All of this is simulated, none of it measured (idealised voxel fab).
Name of the process module below: voxel transistor to metal
185 nm wide, 5 nm square cells: that's cross-section cut.
A cross-section in this document is a grid of square cells, and it is written down as bands, the top band listed before the ones below it; a band is made up of one or more rows of cells.
Top height, bottom height, nm. Materials left to right, width each, nm. Single material + "throughout" = fills band edge to edge. "empty" = empty.
Ref level 0: as-received wafer is one material below here. Bottom band extends down with no lower bound ("from 0 down").
With a width like "30..40", each row of cells in the band differs from the next by the same amount, the top row carrying the first number and the bottom row the second.
"nothing got changed" for a step: no cell of the cross-section changed in that step.
Each empty space that has no open way to the top and spans at least 8 cells appears under "Fully enclosed voids" as width x height at distance, the distance counted from the left edge, all in nm.
The remark found on a step's line after its settings is issued by the simulator itself and pertains to that step.
You can add "overlay nm" to a step's line. For a step with a mask, it describes how far the mask lay to the right of its planned position, and a negative number describes a lay to the left.

**Planned step list for the process**
1) RECEIVE with material Si
2) CONFORMAL_DEP with material SiO2, thk nm 5
3) CONFORMAL_DEP with material SiN, thk nm 10
4) MASKED_ETCH with tone cover, mask id ACTIVE, width nm 105, etch materials SiN, depth nm 10, overlay nm 0
5) MASKED_ETCH with tone cover, mask id ACTIVE, width nm 105, etch materials SiO2, depth nm 5, overlay nm 0
6) MASKED_ETCH with tone cover, mask id ACTIVE, width nm 105, etch materials Si, depth nm 20, overlay nm 0
7) OXIDIZE with depth nm 5
8) FILL_DEP with material SiO2, thk nm 5
9) CMP with height nm 15
10) SELECTIVE_ETCH with etch materials SiO2, depth nm 10
11) STRIP with etch materials SiN
12) SELECTIVE_ETCH with etch materials SiO2, depth nm 5
13) OXIDIZE with depth nm 5
14) DIRECTIONAL_DEP with material polySi, thk nm 25
15) DIRECTIONAL_DEP with material SiCN, thk nm 15
16) DIRECTIONAL_DEP with material aC, thk nm 10
17) PATTERN with tone cover, mask id GATE, material resist, width nm 15, thk nm 30, overlay nm 0
18) DIRECTIONAL_ETCH with etch materials aC, depth nm 10
19) STRIP with etch materials resist
20) DIRECTIONAL_ETCH with etch materials SiCN, depth nm 25
21) DIRECTIONAL_ETCH with etch materials polySi, depth nm 35
22) STRIP with etch materials aC
23) CONFORMAL_DEP with material SiO2, thk nm 5
24) DIRECTIONAL_ETCH with etch materials SiO2, depth nm 5
25) CONFORMAL_DEP with material SiN, thk nm 5
26) DIRECTIONAL_ETCH with etch materials SiN, depth nm 5
27) DIRECTIONAL_ETCH with etch materials SiO2, depth nm 5
28) DIRECTIONAL_ETCH with etch materials Si, depth nm 5
29) EPI with material pSi, thk nm 10
30) FILL_DEP with material SiO2, thk nm 10
31) CMP with height nm 40
32) DIRECTIONAL_DEP with material SiO2, thk nm 10
33) PATTERN with tone open, mask id CONTACT, material resist, width nm 20, pitch nm 75, thk nm 15, overlay nm 0
34) DIRECTIONAL_ETCH with etch materials SiO2, depth nm 50
35) STRIP with etch materials resist
36) CONFORMAL_DEP with material TiN, thk nm 5
37) FILL_DEP with material W, thk nm 10
38) CMP with height nm 50
39) DIRECTIONAL_DEP with material TiN, thk nm 5
40) DIRECTIONAL_DEP with material Ru, thk nm 25
41) DIRECTIONAL_DEP with material aC, thk nm 10
42) PATTERN with tone cover, mask id METAL_1, material resist, width nm 20, pitch nm 75, thk nm 30, overlay nm 0
43) DIRECTIONAL_ETCH with etch materials aC, depth nm 10
44) STRIP with etch materials resist
45) DIRECTIONAL_ETCH with etch materials Ru, depth nm 25
46) DIRECTIONAL_ETCH with etch materials TiN, depth nm 5
47) STRIP with etch materials aC
48) CONFORMAL_DEP with material SiN, thk nm 5
49) FILL_DEP with material lowk, thk nm 5
50) CMP with height nm 80
51) CONFORMAL_DEP with material SiCN, thk nm 5

**first wafer, as planned**

**As-received wafer cross-section (after step 1)**
  from 0 down: Si throughout
  Fully enclosed voids: none

**Cross-section through the wafer, step 2 finished**
  from 5 to 0: SiO2 throughout
  All layers under 0 are left as they were.

**Cross-section through the wafer, step 3 finished**
  from 15 to 5: SiN throughout
  All layers under 5 are left as they were.

**Cross-section through the wafer, step 4 finished**
  from 15 to 5: empty (40), SiN (105), empty (40)
  All layers under 5 are left as they were.

**Cross-section through the wafer, step 5 finished**
  from 15 to 5: empty (40), SiN (105), empty (40)
  from 5 to 0: empty (40), SiO2 (105), empty (40)
  All layers under 0 are left as they were.

**Cross-section through the wafer, step 6 finished**
  from 15 to 5: empty (40), SiN (105), empty (40)
  from 5 to 0: empty (40), SiO2 (105), empty (40)
  from 0 to -20: empty (40), Si (105), empty (40)
  All layers under -20 are left as they were.

**Cross-section through the wafer, step 7 finished**
  from 15 to 5: empty (40), SiN (105), empty (40)
  from 5 to 0: empty (40), SiO2 (105), empty (40)
  from 0 to -20: empty (40), SiO2 (5), Si (95), SiO2 (5), empty (40)
  from -20 to -25: SiO2 (45), Si (95), SiO2 (45)
  All layers under -25 are left as they were.

**Cross-section through the wafer, step 8 finished**
  from 20 to 15: SiO2 throughout
  from 15 to 5: SiO2 (40), SiN (105), SiO2 (40)
  from 5 to 0: SiO2 throughout
  from 0 to -25: SiO2 (45), Si (95), SiO2 (45)
  All layers under -25 are left as they were.

**Cross-section through the wafer, step 9 finished**
  from 15 to 5: SiO2 (40), SiN (105), SiO2 (40)
  All layers under 5 are left as they were.

**Cross-section through the wafer, step 10 finished**
  from 15 to 5: empty (40), SiN (105), empty (40)
  All layers under 5 are left as they were.

**Cross-section through the wafer, step 11 finished**
  from 5 to 0: SiO2 throughout
  All layers under 0 are left as they were.

**Cross-section through the wafer, step 12 finished**
  from 0 to -25: SiO2 (45), Si (95), SiO2 (45)
  All layers under -25 are left as they were.

**Cross-section through the wafer, step 13 finished**
  from 0 to -5: SiO2 throughout
  All layers under -5 are left as they were.

**Cross-section through the wafer, step 14 finished**
  from 25 to 0: polySi throughout
  All layers under 0 are left as they were.

**Cross-section through the wafer, step 15 finished**
  from 40 to 25: SiCN throughout
  All layers under 25 are left as they were.

**Cross-section through the wafer, step 16 finished**
  from 50 to 40: aC throughout
  All layers under 40 are left as they were.

**Cross-section through the wafer, step 17 finished**
  from 80 to 50: empty (85), resist (15), empty (85)
  All layers under 50 are left as they were.

**Cross-section through the wafer, step 18 finished**
  from 70 to 50: empty (85), resist (15), empty (85)
  from 50 to 40: empty (85), aC (15), empty (85)
  All layers under 40 are left as they were.

**Cross-section through the wafer, step 19 finished**
  from 50 to 40: empty (85), aC (15), empty (85)
  All layers under 40 are left as they were.

**Cross-section through the wafer, step 20 finished**
  from 50 to 40: empty (85), aC (15), empty (85)
  from 40 to 25: empty (85), SiCN (15), empty (85)
  All layers under 25 are left as they were.

**Cross-section through the wafer, step 21 finished**
  from 50 to 40: empty (85), aC (15), empty (85)
  from 40 to 25: empty (85), SiCN (15), empty (85)
  from 25 to 0: empty (85), polySi (15), empty (85)
  All layers under 0 are left as they were.

**Cross-section through the wafer, step 22 finished**
  from 40 to 25: empty (85), SiCN (15), empty (85)
  All layers under 25 are left as they were.

**Cross-section through the wafer, step 23 finished**
  from 45 to 40: empty (80), SiO2 (25), empty (80)
  from 40 to 25: empty (80), SiO2 (5), SiCN (15), SiO2 (5), empty (80)
  from 25 to 5: empty (80), SiO2 (5), polySi (15), SiO2 (5), empty (80)
  from 5 to 0: SiO2 (85), polySi (15), SiO2 (85)
  All layers under 0 are left as they were.

**Cross-section through the wafer, step 24 finished**
  from 40 to 25: empty (80), SiO2 (5), SiCN (15), SiO2 (5), empty (80)
  from 25 to 0: empty (80), SiO2 (5), polySi (15), SiO2 (5), empty (80)
  All layers under 0 are left as they were.

**Cross-section through the wafer, step 25 finished**
  from 45 to 40: empty (75), SiN (35), empty (75)
  from 40 to 25: empty (75), SiN (5), SiO2 (5), SiCN (15), SiO2 (5), SiN (5), empty (75)
  from 25 to 5: empty (75), SiN (5), SiO2 (5), polySi (15), SiO2 (5), SiN (5), empty (75)
  from 5 to 0: SiN (80), SiO2 (5), polySi (15), SiO2 (5), SiN (80)
  All layers under 0 are left as they were.

**Cross-section through the wafer, step 26 finished**
  from 40 to 25: empty (75), SiN (5), SiO2 (5), SiCN (15), SiO2 (5), SiN (5), empty (75)
  from 25 to 0: empty (75), SiN (5), SiO2 (5), polySi (15), SiO2 (5), SiN (5), empty (75)
  All layers under 0 are left as they were.

**Cross-section through the wafer, step 27 finished**
  from 40 to 35: empty (75), SiN (5), empty (5), SiCN (15), empty (5), SiN (5), empty (75)
  from 35 to 25: empty (75), SiN (5), SiO2 (5), SiCN (15), SiO2 (5), SiN (5), empty (75)
  from 25 to 0: empty (75), SiN (5), SiO2 (5), polySi (15), SiO2 (5), SiN (5), empty (75)
  from 0 to -5: empty (75), SiO2 (35), empty (75)
  All layers under -5 are left as they were.

**Cross-section through the wafer, step 28 finished**
  from 40 to 35: empty (75), SiN (5), empty (5), SiCN (15), empty (5), SiN (5), empty (75)
  from 35 to 25: empty (75), SiN (5), SiO2 (5), SiCN (15), SiO2 (5), SiN (5), empty (75)
  from 25 to 0: empty (75), SiN (5), SiO2 (5), polySi (15), SiO2 (5), SiN (5), empty (75)
  from 0 to -5: empty (75), SiO2 (35), empty (75)
  from -5 to -10: SiO2 (45), empty (30), Si (35), empty (30), SiO2 (45)
  All layers under -10 are left as they were.

**Cross-section through the wafer, step 29 finished**
  from 40 to 35: empty (75), SiN (5), empty (5), SiCN (15), empty (5), SiN (5), empty (75)
  from 35 to 25: empty (75), SiN (5), SiO2 (5), SiCN (15), SiO2 (5), SiN (5), empty (75)
  from 25 to 5: empty (75), SiN (5), SiO2 (5), polySi (15), SiO2 (5), SiN (5), empty (75)
  from 5 to 0: empty (65), pSi (10), SiN (5), SiO2 (5), polySi (15), SiO2 (5), SiN (5), pSi (10), empty (65)
  from 0 to -5: empty (40), pSi (35), SiO2 (35), pSi (35), empty (40)
  from -5 to -10: SiO2 (45), pSi (30), Si (35), pSi (30), SiO2 (45)
  All layers under -10 are left as they were.

**Cross-section through the wafer, step 30 finished**
  from 50 to 40: SiO2 throughout
  from 40 to 25: SiO2 (75), SiN (5), SiO2 (5), SiCN (15), SiO2 (5), SiN (5), SiO2 (75)
  from 25 to 5: SiO2 (75), SiN (5), SiO2 (5), polySi (15), SiO2 (5), SiN (5), SiO2 (75)
  from 5 to 0: SiO2 (65), pSi (10), SiN (5), SiO2 (5), polySi (15), SiO2 (5), SiN (5), pSi (10), SiO2 (65)
  from 0 to -5: SiO2 (40), pSi (35), SiO2 (35), pSi (35), SiO2 (40)
  All layers under -5 are left as they were.

**Cross-section through the wafer, step 31 finished**
  from 40 to 25: SiO2 (75), SiN (5), SiO2 (5), SiCN (15), SiO2 (5), SiN (5), SiO2 (75)
  All layers under 25 are left as they were.

**Cross-section through the wafer, step 32 finished**
  from 50 to 40: SiO2 throughout
  All layers under 40 are left as they were.

**Cross-section through the wafer, step 33 finished**
  from 65 to 50: resist (45), empty (20), resist (55), empty (20), resist (45)
  All layers under 50 are left as they were.

**Cross-section through the wafer, step 34 finished**
  from 65 to 50: resist (45), empty (20), resist (55), empty (20), resist (45)
  from 50 to 40: SiO2 (45), empty (20), SiO2 (55), empty (20), SiO2 (45)
  from 40 to 25: SiO2 (45), empty (20), SiO2 (10), SiN (5), SiO2 (5), SiCN (15), SiO2 (5), SiN (5), SiO2 (10), empty (20), SiO2 (45)
  from 25 to 5: SiO2 (45), empty (20), SiO2 (10), SiN (5), SiO2 (5), polySi (15), SiO2 (5), SiN (5), SiO2 (10), empty (20), SiO2 (45)
  from 5 to 0: SiO2 (45), empty (20), pSi (10), SiN (5), SiO2 (5), polySi (15), SiO2 (5), SiN (5), pSi (10), empty (20), SiO2 (45)
  All layers under 0 are left as they were.

**Cross-section through the wafer, step 35 finished**
  from 50 to 40: SiO2 (45), empty (20), SiO2 (55), empty (20), SiO2 (45)
  All layers under 40 are left as they were.

**Cross-section through the wafer, step 36 finished**
  from 55 to 50: TiN (50), empty (10), TiN (65), empty (10), TiN (50)
  from 50 to 40: SiO2 (45), TiN (5), empty (10), TiN (5), SiO2 (55), TiN (5), empty (10), TiN (5), SiO2 (45)
  from 40 to 25: SiO2 (45), TiN (5), empty (10), TiN (5), SiO2 (10), SiN (5), SiO2 (5), SiCN (15), SiO2 (5), SiN (5), SiO2 (10), TiN (5), empty (10), TiN (5), SiO2 (45)
  from 25 to 5: SiO2 (45), TiN (5), empty (10), TiN (5), SiO2 (10), SiN (5), SiO2 (5), polySi (15), SiO2 (5), SiN (5), SiO2 (10), TiN (5), empty (10), TiN (5), SiO2 (45)
  from 5 to 0: SiO2 (45), TiN (20), pSi (10), SiN (5), SiO2 (5), polySi (15), SiO2 (5), SiN (5), pSi (10), TiN (20), SiO2 (45)
  All layers under 0 are left as they were.

**Cross-section through the wafer, step 37 finished**
  from 65 to 55: W throughout
  from 55 to 50: TiN (50), W (10), TiN (65), W (10), TiN (50)
  from 50 to 40: SiO2 (45), TiN (5), W (10), TiN (5), SiO2 (55), TiN (5), W (10), TiN (5), SiO2 (45)
  from 40 to 25: SiO2 (45), TiN (5), W (10), TiN (5), SiO2 (10), SiN (5), SiO2 (5), SiCN (15), SiO2 (5), SiN (5), SiO2 (10), TiN (5), W (10), TiN (5), SiO2 (45)
  from 25 to 5: SiO2 (45), TiN (5), W (10), TiN (5), SiO2 (10), SiN (5), SiO2 (5), polySi (15), SiO2 (5), SiN (5), SiO2 (10), TiN (5), W (10), TiN (5), SiO2 (45)
  All layers under 5 are left as they were.

**Cross-section through the wafer, step 38 finished**
  from 50 to 40: SiO2 (45), TiN (5), W (10), TiN (5), SiO2 (55), TiN (5), W (10), TiN (5), SiO2 (45)
  All layers under 40 are left as they were.

**Cross-section through the wafer, step 39 finished**
  from 55 to 50: TiN throughout
  All layers under 50 are left as they were.

**Cross-section through the wafer, step 40 finished**
  from 80 to 55: Ru throughout
  All layers under 55 are left as they were.

**Cross-section through the wafer, step 41 finished**
  from 90 to 80: aC throughout
  All layers under 80 are left as they were.

**Cross-section through the wafer, step 42 finished**
  from 120 to 90: empty (45), resist (20), empty (55), resist (20), empty (45)
  All layers under 90 are left as they were.

**Cross-section through the wafer, step 43 finished**
  from 110 to 90: empty (45), resist (20), empty (55), resist (20), empty (45)
  from 90 to 80: empty (45), aC (20), empty (55), aC (20), empty (45)
  All layers under 80 are left as they were.

**Cross-section through the wafer, step 44 finished**
  from 90 to 80: empty (45), aC (20), empty (55), aC (20), empty (45)
  All layers under 80 are left as they were.

**Cross-section through the wafer, step 45 finished**
  from 90 to 80: empty (45), aC (20), empty (55), aC (20), empty (45)
  from 80 to 55: empty (45), Ru (20), empty (55), Ru (20), empty (45)
  All layers under 55 are left as they were.

**Cross-section through the wafer, step 46 finished**
  from 90 to 80: empty (45), aC (20), empty (55), aC (20), empty (45)
  from 80 to 55: empty (45), Ru (20), empty (55), Ru (20), empty (45)
  from 55 to 50: empty (45), TiN (20), empty (55), TiN (20), empty (45)
  All layers under 50 are left as they were.

**Cross-section through the wafer, step 47 finished**
  from 80 to 55: empty (45), Ru (20), empty (55), Ru (20), empty (45)
  All layers under 55 are left as they were.

**Cross-section through the wafer, step 48 finished**
  from 85 to 80: empty (40), SiN (30), empty (45), SiN (30), empty (40)
  from 80 to 55: empty (40), SiN (5), Ru (20), SiN (5), empty (45), SiN (5), Ru (20), SiN (5), empty (40)
  from 55 to 50: SiN (45), TiN (20), SiN (55), TiN (20), SiN (45)
  All layers under 50 are left as they were.

**Cross-section through the wafer, step 49 finished**
  from 90 to 85: lowk throughout
  from 85 to 80: lowk (40), SiN (30), lowk (45), SiN (30), lowk (40)
  from 80 to 55: lowk (40), SiN (5), Ru (20), SiN (5), lowk (45), SiN (5), Ru (20), SiN (5), lowk (40)
  All layers under 55 are left as they were.

**Cross-section through the wafer, step 50 finished**
  from 80 to 55: lowk (40), SiN (5), Ru (20), SiN (5), lowk (45), SiN (5), Ru (20), SiN (5), lowk (40)
  All layers under 55 are left as they were.

**Cross-section through the wafer, step 51 finished**
  from 85 to 80: SiCN throughout
  All layers under 80 are left as they were.

**Second wafer - shared start and plan with the first - one error in running - same as the first up to step 27 inclusive**

**Second wafer at the planned finish of step 28, seen in cross-section**
  from 40 to 35: empty (75), SiN (5), empty (5), SiCN (15), empty (5), SiN (5), empty (75)
  from 35 to 25: empty (75), SiN (5), SiO2 (5), SiCN (15), SiO2 (5), SiN (5), empty (75)
  from 25 to 5: empty (75), SiN (5), SiO2 (5), polySi (15), SiO2 (5), SiN (5), empty (75)
  from 5 to 0: empty (35), pSi (40), SiN (5), SiO2 (5), polySi (15), SiO2 (5), SiN (5), pSi (40), empty (35)
  from 0 to -5: empty (35), pSi (40), SiO2 (35), pSi (40), empty (35)
  All layers under -5 are left as they were.

**Second wafer at the planned finish of step 29, seen in cross-section**
  from 40 to 35: empty (75), SiN (5), empty (5), SiCN (15), empty (5), SiN (5), empty (75)
  from 35 to 25: empty (75), SiN (5), SiO2 (5), SiCN (15), SiO2 (5), SiN (5), empty (75)
  from 25 to 0: empty (75), SiN (5), SiO2 (5), polySi (15), SiO2 (5), SiN (5), empty (75)
  All layers under 0 are left as they were.

**Second wafer at the planned finish of step 30, seen in cross-section**
  from 50 to 40: SiO2 throughout
  from 40 to 25: SiO2 (75), SiN (5), SiO2 (5), SiCN (15), SiO2 (5), SiN (5), SiO2 (75)
  from 25 to 0: SiO2 (75), SiN (5), SiO2 (5), polySi (15), SiO2 (5), SiN (5), SiO2 (75)
  from 0 to -5: SiO2 (35), pSi (40), SiO2 (35), pSi (40), SiO2 (35)
  All layers under -5 are left as they were.

**Second wafer at the planned finish of step 31, seen in cross-section**
  from 40 to 25: SiO2 (75), SiN (5), SiO2 (5), SiCN (15), SiO2 (5), SiN (5), SiO2 (75)
  All layers under 25 are left as they were.

**Second wafer at the planned finish of step 32, seen in cross-section**
  from 50 to 40: SiO2 throughout
  All layers under 40 are left as they were.

**Second wafer at the planned finish of step 33, seen in cross-section**
  from 65 to 50: resist (45), empty (20), resist (55), empty (20), resist (45)
  All layers under 50 are left as they were.

**Second wafer at the planned finish of step 34, seen in cross-section**
  from 65 to 50: resist (45), empty (20), resist (55), empty (20), resist (45)
  from 50 to 40: SiO2 (45), empty (20), SiO2 (55), empty (20), SiO2 (45)
  from 40 to 25: SiO2 (45), empty (20), SiO2 (10), SiN (5), SiO2 (5), SiCN (15), SiO2 (5), SiN (5), SiO2 (10), empty (20), SiO2 (45)
  from 25 to 0: SiO2 (45), empty (20), SiO2 (10), SiN (5), SiO2 (5), polySi (15), SiO2 (5), SiN (5), SiO2 (10), empty (20), SiO2 (45)
  All layers under 0 are left as they were.

**Second wafer at the planned finish of step 35, seen in cross-section**
  from 50 to 40: SiO2 (45), empty (20), SiO2 (55), empty (20), SiO2 (45)
  All layers under 40 are left as they were.

**Second wafer at the planned finish of step 36, seen in cross-section**
  from 55 to 50: TiN (50), empty (10), TiN (65), empty (10), TiN (50)
  from 50 to 40: SiO2 (45), TiN (5), empty (10), TiN (5), SiO2 (55), TiN (5), empty (10), TiN (5), SiO2 (45)
  from 40 to 25: SiO2 (45), TiN (5), empty (10), TiN (5), SiO2 (10), SiN (5), SiO2 (5), SiCN (15), SiO2 (5), SiN (5), SiO2 (10), TiN (5), empty (10), TiN (5), SiO2 (45)
  from 25 to 5: SiO2 (45), TiN (5), empty (10), TiN (5), SiO2 (10), SiN (5), SiO2 (5), polySi (15), SiO2 (5), SiN (5), SiO2 (10), TiN (5), empty (10), TiN (5), SiO2 (45)
  from 5 to 0: SiO2 (45), TiN (20), SiO2 (10), SiN (5), SiO2 (5), polySi (15), SiO2 (5), SiN (5), SiO2 (10), TiN (20), SiO2 (45)
  All layers under 0 are left as they were.

**Second wafer at the planned finish of step 37, seen in cross-section**
  from 65 to 55: W throughout
  from 55 to 50: TiN (50), W (10), TiN (65), W (10), TiN (50)
  from 50 to 40: SiO2 (45), TiN (5), W (10), TiN (5), SiO2 (55), TiN (5), W (10), TiN (5), SiO2 (45)
  from 40 to 25: SiO2 (45), TiN (5), W (10), TiN (5), SiO2 (10), SiN (5), SiO2 (5), SiCN (15), SiO2 (5), SiN (5), SiO2 (10), TiN (5), W (10), TiN (5), SiO2 (45)
  from 25 to 5: SiO2 (45), TiN (5), W (10), TiN (5), SiO2 (10), SiN (5), SiO2 (5), polySi (15), SiO2 (5), SiN (5), SiO2 (10), TiN (5), W (10), TiN (5), SiO2 (45)
  All layers under 5 are left as they were.

**Second wafer at the planned finish of step 38, seen in cross-section**
  from 50 to 40: SiO2 (45), TiN (5), W (10), TiN (5), SiO2 (55), TiN (5), W (10), TiN (5), SiO2 (45)
  All layers under 40 are left as they were.

**Second wafer at the planned finish of step 39, seen in cross-section**
  from 55 to 50: TiN throughout
  All layers under 50 are left as they were.

**Second wafer at the planned finish of step 40, seen in cross-section**
  from 80 to 55: Ru throughout
  All layers under 55 are left as they were.

**Second wafer at the planned finish of step 41, seen in cross-section**
  from 90 to 80: aC throughout
  All layers under 80 are left as they were.

**Second wafer at the planned finish of step 42, seen in cross-section**
  from 120 to 90: empty (45), resist (20), empty (55), resist (20), empty (45)
  All layers under 90 are left as they were.

**Second wafer at the planned finish of step 43, seen in cross-section**
  from 110 to 90: empty (45), resist (20), empty (55), resist (20), empty (45)
  from 90 to 80: empty (45), aC (20), empty (55), aC (20), empty (45)
  All layers under 80 are left as they were.

**Second wafer at the planned finish of step 44, seen in cross-section**
  from 90 to 80: empty (45), aC (20), empty (55), aC (20), empty (45)
  All layers under 80 are left as they were.

**Second wafer at the planned finish of step 45, seen in cross-section**
  from 90 to 80: empty (45), aC (20), empty (55), aC (20), empty (45)
  from 80 to 55: empty (45), Ru (20), empty (55), Ru (20), empty (45)
  All layers under 55 are left as they were.

**Second wafer at the planned finish of step 46, seen in cross-section**
  from 90 to 80: empty (45), aC (20), empty (55), aC (20), empty (45)
  from 80 to 55: empty (45), Ru (20), empty (55), Ru (20), empty (45)
  from 55 to 50: empty (45), TiN (20), empty (55), TiN (20), empty (45)
  All layers under 50 are left as they were.

**Second wafer at the planned finish of step 47, seen in cross-section**
  from 80 to 55: empty (45), Ru (20), empty (55), Ru (20), empty (45)
  All layers under 55 are left as they were.

**Second wafer at the planned finish of step 48, seen in cross-section**
  from 85 to 80: empty (40), SiN (30), empty (45), SiN (30), empty (40)
  from 80 to 55: empty (40), SiN (5), Ru (20), SiN (5), empty (45), SiN (5), Ru (20), SiN (5), empty (40)
  from 55 to 50: SiN (45), TiN (20), SiN (55), TiN (20), SiN (45)
  All layers under 50 are left as they were.

**Second wafer at the planned finish of step 49, seen in cross-section**
  from 90 to 85: lowk throughout
  from 85 to 80: lowk (40), SiN (30), lowk (45), SiN (30), lowk (40)
  from 80 to 55: lowk (40), SiN (5), Ru (20), SiN (5), lowk (45), SiN (5), Ru (20), SiN (5), lowk (40)
  All layers under 55 are left as they were.

**Second wafer at the planned finish of step 50, seen in cross-section**
  from 80 to 55: lowk (40), SiN (5), Ru (20), SiN (5), lowk (45), SiN (5), Ru (20), SiN (5), lowk (40)
  All layers under 55 are left as they were.

**Second wafer at the planned finish of step 51, seen in cross-section**
  from 85 to 80: SiCN throughout
  All layers under 80 are left as they were.
What was the processing mistake? mixed up steps 28 and 29 - ran each in the other's place
FYI, end of process, the second wafer has more or fewer cells of some materials than the first: +12 Si, +2 SiO2, -14 pSi
